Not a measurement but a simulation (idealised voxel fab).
Module name: voxel self aligned vias (process module)
This is section cut - it's 210 nm across, gridded in 5 nm square cells.
Cross-section spec: square-cell grid; bands listed top down; each band is one or more rows. Look at the band entry: it leads with the top's height and the bottom's height in nm. Then it lists the materials left to right, with a width in nm for each. The word "edge to edge" on a single material says that material fills the band edge to edge. The word "blank" is empty space. Height is counted from the level 0, under which the received wafer is composed throughout of one material. The lowest of the bands is not closed at the bottom but continues downward, in the notation "from 0 down". With a width like "30..40", each row of cells in the band differs from the next by the same amount, the top row carrying the first number and the bottom row the second. "no modifications", as given for a step, is the statement that not any cell of the cross-section underwent a change during that step. "Enclosed void entries" lists enclosed empty spaces (at least 8 cells, no open path upward to the top), each as width x height at distance from the left edge, in nm. Where a step's line continues beyond its settings, the continuation is a remark by the simulator itself on that step. overlay nm: for a step with a mask, the amount by which the mask lay right of where it was planned; a negative amount means left of it.
[List of planned process steps]
step 1: op RECEIVE | material Si
step 2: op CONFORMAL_DEP | material SiO2 | thk nm 10
step 3: op CONFORMAL_DEP | material SiCN | thk nm 5
step 4: op DIRECTIONAL_DEP | material lowk | thk nm 30
step 5: op PATTERN | tone open | mask id LINES | material resist | width nm 20 | pitch nm 55 | thk nm 15 | overlay nm 0
step 6: op DIRECTIONAL_ETCH | etch materials lowk | depth nm 30
step 7: op STRIP | etch materials resist
step 8: op CONFORMAL_DEP | material TiN | thk nm 5
step 9: op FILL_DEP | material W | thk nm 10
step 10: op CMP | height nm 45
step 11: op SELECTIVE_ETCH | etch materials W Ru TiN | depth nm 10
step 12: op FILL_DEP | material SiN | thk nm 5
step 13: op CMP | height nm 45
step 14: op DIRECTIONAL_DEP | material lowk | thk nm 20
step 15: op MASKED_ETCH | tone open | mask id VIAS | width nm 40 | etch materials lowk | depth nm 20 | overlay nm 0
step 16: op MASKED_ETCH | tone open | mask id VIAS | width nm 40 | etch materials SiN | depth nm 10 | overlay nm 0
step 17: op CONFORMAL_DEP | material TiN | thk nm 5
step 18: op FILL_DEP | material W | thk nm 10
step 19: op CMP | height nm 65
step 20: op CONFORMAL_DEP | material SiCN | thk nm 5
[As-received wafer cross-section (after step 1)]
  from 0 down = Si edge to edge
  Enclosed void entries: none
[End state of the module in cross-section, given the above starting point and plan and one mistake in execution]
  from 60 to 55 = SiCN edge to edge
  from 55 to 45 = 55 lowk | 5..15 TiN | 30..10 W | 5..15 TiN | 115 lowk
  from 45 to 40 = 65 lowk | 5 TiN | 10 W | 5 TiN | 35 lowk | 20 SiN | 70 lowk
  from 40 to 35 = 65 lowk | 20 TiN | 35 lowk | 20 SiN | 70 lowk
  from 35 to 20 = 65 lowk | 5 TiN | 10 W | 5 TiN | 35 lowk | 5 TiN | 10 W | 5 TiN | 70 lowk
  from 20 to 15 = 65 lowk | 20 TiN | 35 lowk | 20 TiN | 70 lowk
  from 15 to 10 = SiCN edge to edge
  from 10 to 0 = SiO2 edge to edge
  from 0 down = Si edge to edge
  Enclosed void entries: none
Run error: for step 19, the planned setting was not used; the step was instead run as op CMP | height nm 55
